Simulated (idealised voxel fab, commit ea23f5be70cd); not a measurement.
The document below concerns the process module designated voxel lift off.
Shown is cross-section cut, with a width of 290 nm and square cells of size 5 nm.
We lay out every cross-section as a grid of square cells and spell it out in bands from the top down, where one band means one or more rows of cells. This entry defines a band. It first specifies the height of the band's top and the height of its bottom in nm, and then specifies the band's materials from left to right, stating each material with its width in nm. The word "full width" identifies a single material that fills the band from edge to edge, while the word "blank" identifies empty space. Height datum 0, below which the as-received substrate wafer is one material. Lowest band open at the bottom, running downward: "z 0 and below". Quick explanation for "30..40": the width changes in equal steps down the rows of cells, from the first number in the band's top row to the second number in its bottom row. Take "stayed the same" at face value: in the step it is given for, the cross-section changed in none of its cells. "Fully sealed voids" means: voids of 8 cells or more that are shut off from the top with no open way through. Written width x height at distance, distance from the left edge, in nm. That trailing text on a step's line, after the settings, is the simulator's own remark on the step. The line of a step may include "overlay nm". On a step with a mask, this value is how far to the right of its planned place the mask lay. A negative value means the mask lay to the left.
Steps in the process plan
step 1: RECEIVE (material Si)
step 2: CONFORMAL_DEP (material SiO2; thk nm 10)
step 3: PATTERN (tone open; mask id LINES; material resist; width nm 20; pitch nm 35; thk nm 20; overlay nm 0)
step 4: DIRECTIONAL_DEP (material Ru; thk nm 10)
step 5: STRIP (etch materials resist)
step 6: CONFORMAL_DEP (material SiCN; thk nm 5)
Cross-section of the wafer as it came to us, i.e., already through step 1
  z 0 and below = Si full width
  Fully sealed voids: none
First of two wafers, end-of-module section, run followed plan
  z 25 to 20 = blank=75  SiCN=30  blank=5  SiCN=30  blank=5  SiCN=30  blank=5  SiCN=30  blank=80
  z 20 to 15 = blank=75  SiCN=5  Ru=20  SiCN=5  blank=5  SiCN=5  Ru=20  SiCN=5  blank=5  SiCN=5  Ru=20  SiCN=5  blank=5  SiCN=5  Ru=20  SiCN=5  blank=80
  z 15 to 10 = SiCN=80  Ru=20  SiCN=15  Ru=20  SiCN=15  Ru=20  SiCN=15  Ru=20  SiCN=85
  z 10 to 0 = SiO2 full width
  z 0 and below = Si full width
  Fully sealed voids: none
Cross-section at end of module for the second wafer of two, which matched the first in starting point and plan and differed by one mistake in its processing
  z 25 to 20 = SiCN=85  blank=10  SiCN=25  blank=10  SiCN=25  blank=10  SiCN=25  blank=10  SiCN=90
  z 20 to 15 = Ru=80  SiCN=5  blank=10  SiCN=5  Ru=15  SiCN=5  blank=10  SiCN=5  Ru=15  SiCN=5  blank=10  SiCN=5  Ru=15  SiCN=5  blank=10  SiCN=5  Ru=85
  z 15 to 10 = Ru=80  SiCN=20  Ru=15  SiCN=20  Ru=15  SiCN=20  Ru=15  SiCN=20  Ru=85
  z 10 to 0 = SiO2 full width
  z 0 and below = Si full width
  Fully sealed voids: none
Misprocessing identified: step 3 ran as: PATTERN (tone cover; mask id LINES; material resist; width nm 20; pitch nm 35; thk nm 20; overlay nm 0)
Looking at both finished wafers in cells, the second ends up ahead of or behind the first on some materials: +52 Ru
